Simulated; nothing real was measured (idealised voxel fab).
The process module that follows is named voxel ribs on slabs.
Each square cell in cross-section cut measures 5 nm, and the section as a whole is 265 nm wide.
Cross-section format: a grid of square cells, given as bands from top to bottom; each band is one or more rows of cells. Read a band's entry like this: the first values are the height of its top and the height of its bottom in nm, and what follows is the sequence of materials from left to right, each with its width in nm. Note that "air" is empty space, and that a single material marked "throughout" reaches across the band from edge to edge. Below 0: as-received wafer, all one material; heights counted from there. Lowest band: no bottom, goes on down, written "0..down". Per-row width for "30 to 40": begins at first number (top row of band), ends at second number (bottom row), increment between rows held constant. The cross-section has no changed cell in any step marked "nothing changed". Any empty space of 8 cells or more lacking an open way to the top shows up in "Unvented cavities" as width x height at distance, distance from the left edge, in nm. Anything after a step's settings on that line? It's the simulator's own note about the step. A step's line can hold "overlay nm"; with a mask on that step, the setting says how far right of the planned place the mask lay, while a negative setting says it lay to the left.
**This section lists the process steps that were planned**
1) RECEIVE with material Si
2) DIRECTIONAL_DEP with material SiO2, thk nm 25
3) DIRECTIONAL_DEP with material polySi, thk nm 15
4) PATTERN with tone cover, mask id RIB, material resist, width nm 30, thk nm 20, overlay nm 0
5) DIRECTIONAL_ETCH with etch materials polySi, depth nm 5
6) STRIP with etch materials resist
7) PATTERN with tone cover, mask id SLAB, material resist, width nm 70, thk nm 15, overlay nm 0
8) DIRECTIONAL_ETCH with etch materials polySi, depth nm 10
9) STRIP with etch materials resist
10) FILL_DEP with material SiO2, thk nm 15
11) CMP with height nm 50
12) DIRECTIONAL_DEP with material TiN, thk nm 5
13) DIRECTIONAL_DEP with material aC, thk nm 15
14) PATTERN with tone cover, mask id HEATER, material resist, width nm 40, thk nm 35, overlay nm 0
15) DIRECTIONAL_ETCH with etch materials aC, depth nm 15
16) STRIP with etch materials resist
17) DIRECTIONAL_ETCH with etch materials TiN, depth nm 5
18) STRIP with etch materials aC
19) CONFORMAL_DEP with material SiO2, thk nm 10
**On the first of the two wafers: run conducted according to plan**
**Cross-section of the incoming wafer, state after step 1**
0..down  Si throughout
Unvented cavities: none
**You're looking at a cross-section of the wafer after step 2**
25..0  SiO2 throughout
Beneath the level 0, the cross-section is identical to its previous state.
**You're looking at a cross-section of the wafer after step 3**
40..25  polySi throughout
Beneath the level 25, the cross-section is identical to its previous state.
**You're looking at a cross-section of the wafer after step 4**
60..40  air 115 nm, then resist 30 nm, then air 120 nm
Beneath the level 40, the cross-section is identical to its previous state.
**You're looking at a cross-section of the wafer after step 5**
60..40  air 115 nm, then resist 30 nm, then air 120 nm
40..35  air 115 nm, then polySi 30 nm, then air 120 nm
Beneath the level 35, the cross-section is identical to its previous state.
**You're looking at a cross-section of the wafer after step 6**
40..35  air 115 nm, then polySi 30 nm, then air 120 nm
Beneath the level 35, the cross-section is identical to its previous state.
**You're looking at a cross-section of the wafer after step 7**
55..40  air 95 nm, then resist 70 nm, then air 100 nm
40..35  air 95 nm, then resist 20 nm, then polySi 30 nm, then resist 20 nm, then air 100 nm
Beneath the level 35, the cross-section is identical to its previous state.
**You're looking at a cross-section of the wafer after step 8**
55..40  air 95 nm, then resist 70 nm, then air 100 nm
40..35  air 95 nm, then resist 20 nm, then polySi 30 nm, then resist 20 nm, then air 100 nm
35..25  air 95 nm, then polySi 70 nm, then air 100 nm
Beneath the level 25, the cross-section is identical to its previous state.
**You're looking at a cross-section of the wafer after step 9**
40..35  air 115 nm, then polySi 30 nm, then air 120 nm
Beneath the level 35, the cross-section is identical to its previous state.
**You're looking at a cross-section of the wafer after step 10**
55..40  SiO2 throughout
40..35  SiO2 115 nm, then polySi 30 nm, then SiO2 120 nm
35..25  SiO2 95 nm, then polySi 70 nm, then SiO2 100 nm
Beneath the level 25, the cross-section is identical to its previous state.
**You're looking at a cross-section of the wafer after step 11**
50..40  SiO2 throughout
Beneath the level 40, the cross-section is identical to its previous state.
**You're looking at a cross-section of the wafer after step 12**
55..50  TiN throughout
Beneath the level 50, the cross-section is identical to its previous state.
**You're looking at a cross-section of the wafer after step 13**
70..55  aC throughout
Beneath the level 55, the cross-section is identical to its previous state.
**You're looking at a cross-section of the wafer after step 14**
105..70  air 110 nm, then resist 40 nm, then air 115 nm
Beneath the level 70, the cross-section is identical to its previous state.
**You're looking at a cross-section of the wafer after step 15**
90..70  air 110 nm, then resist 40 nm, then air 115 nm
70..55  air 110 nm, then aC 40 nm, then air 115 nm
Beneath the level 55, the cross-section is identical to its previous state.
**You're looking at a cross-section of the wafer after step 16**
70..55  air 110 nm, then aC 40 nm, then air 115 nm
Beneath the level 55, the cross-section is identical to its previous state.
**You're looking at a cross-section of the wafer after step 17**
70..55  air 110 nm, then aC 40 nm, then air 115 nm
55..50  air 110 nm, then TiN 40 nm, then air 115 nm
Beneath the level 50, the cross-section is identical to its previous state.
**You're looking at a cross-section of the wafer after step 18**
55..50  air 110 nm, then TiN 40 nm, then air 115 nm
Beneath the level 50, the cross-section is identical to its previous state.
**You're looking at a cross-section of the wafer after step 19**
65..60  air 100 nm, then SiO2 60 nm, then air 105 nm
60..55  SiO2 throughout
55..50  SiO2 110 nm, then TiN 40 nm, then SiO2 115 nm
Beneath the level 50, the cross-section is identical to its previous state.
**Second wafer, same starting conditions and recipe as the first, one mistake in executing it, nothing differs from the first up to and including step 3**
**Second wafer: cross-section at the scheduled end of step 4**
60..40  air 120 nm, then resist 20 nm, then air 125 nm
Beneath the level 40, the cross-section is identical to its previous state.
**Second wafer: cross-section at the scheduled end of step 5**
60..40  air 120 nm, then resist 20 nm, then air 125 nm
40..35  air 120 nm, then polySi 20 nm, then air 125 nm
Beneath the level 35, the cross-section is identical to its previous state.
**Second wafer: cross-section at the scheduled end of step 6**
40..35  air 120 nm, then polySi 20 nm, then air 125 nm
Beneath the level 35, the cross-section is identical to its previous state.
**Second wafer: cross-section at the scheduled end of step 7**
55..40  air 95 nm, then resist 70 nm, then air 100 nm
40..35  air 95 nm, then resist 25 nm, then polySi 20 nm, then resist 25 nm, then air 100 nm
Beneath the level 35, the cross-section is identical to its previous state.
**Second wafer: cross-section at the scheduled end of step 8**
55..40  air 95 nm, then resist 70 nm, then air 100 nm
40..35  air 95 nm, then resist 25 nm, then polySi 20 nm, then resist 25 nm, then air 100 nm
35..25  air 95 nm, then polySi 70 nm, then air 100 nm
Beneath the level 25, the cross-section is identical to its previous state.
**Second wafer: cross-section at the scheduled end of step 9**
40..35  air 120 nm, then polySi 20 nm, then air 125 nm
Beneath the level 35, the cross-section is identical to its previous state.
**Second wafer: cross-section at the scheduled end of step 10**
55..40  SiO2 throughout
40..35  SiO2 120 nm, then polySi 20 nm, then SiO2 125 nm
35..25  SiO2 95 nm, then polySi 70 nm, then SiO2 100 nm
Beneath the level 25, the cross-section is identical to its previous state.
**Second wafer: cross-section at the scheduled end of step 11**
50..40  SiO2 throughout
Beneath the level 40, the cross-section is identical to its previous state.
**Second wafer: cross-section at the scheduled end of step 12**
55..50  TiN throughout
Beneath the level 50, the cross-section is identical to its previous state.
**Second wafer: cross-section at the scheduled end of step 13**
70..55  aC throughout
Beneath the level 55, the cross-section is identical to its previous state.
**Second wafer: cross-section at the scheduled end of step 14**
105..70  air 110 nm, then resist 40 nm, then air 115 nm
Beneath the level 70, the cross-section is identical to its previous state.
**Second wafer: cross-section at the scheduled end of step 15**
90..70  air 110 nm, then resist 40 nm, then air 115 nm
70..55  air 110 nm, then aC 40 nm, then air 115 nm
Beneath the level 55, the cross-section is identical to its previous state.
**Second wafer: cross-section at the scheduled end of step 16**
70..55  air 110 nm, then aC 40 nm, then air 115 nm
Beneath the level 55, the cross-section is identical to its previous state.
**Second wafer: cross-section at the scheduled end of step 17**
70..55  air 110 nm, then aC 40 nm, then air 115 nm
55..50  air 110 nm, then TiN 40 nm, then air 115 nm
Beneath the level 50, the cross-section is identical to its previous state.
**Second wafer: cross-section at the scheduled end of step 18**
55..50  air 110 nm, then TiN 40 nm, then air 115 nm
Beneath the level 50, the cross-section is identical to its previous state.
**Second wafer: cross-section at the scheduled end of step 19**
65..60  air 100 nm, then SiO2 60 nm, then air 105 nm
60..55  SiO2 throughout
55..50  SiO2 110 nm, then TiN 40 nm, then SiO2 115 nm
Beneath the level 50, the cross-section is identical to its previous state.
What broke from the plan during processing? for step 4, the planned setting was not used; the step was instead run as PATTERN with tone cover, mask id RIB, material resist, width nm 20, thk nm 20, overlay nm 0
Count the cells at the end and the second wafer has more or fewer of some materials than the first: SiO2: 2 more; polySi: 2 fewer
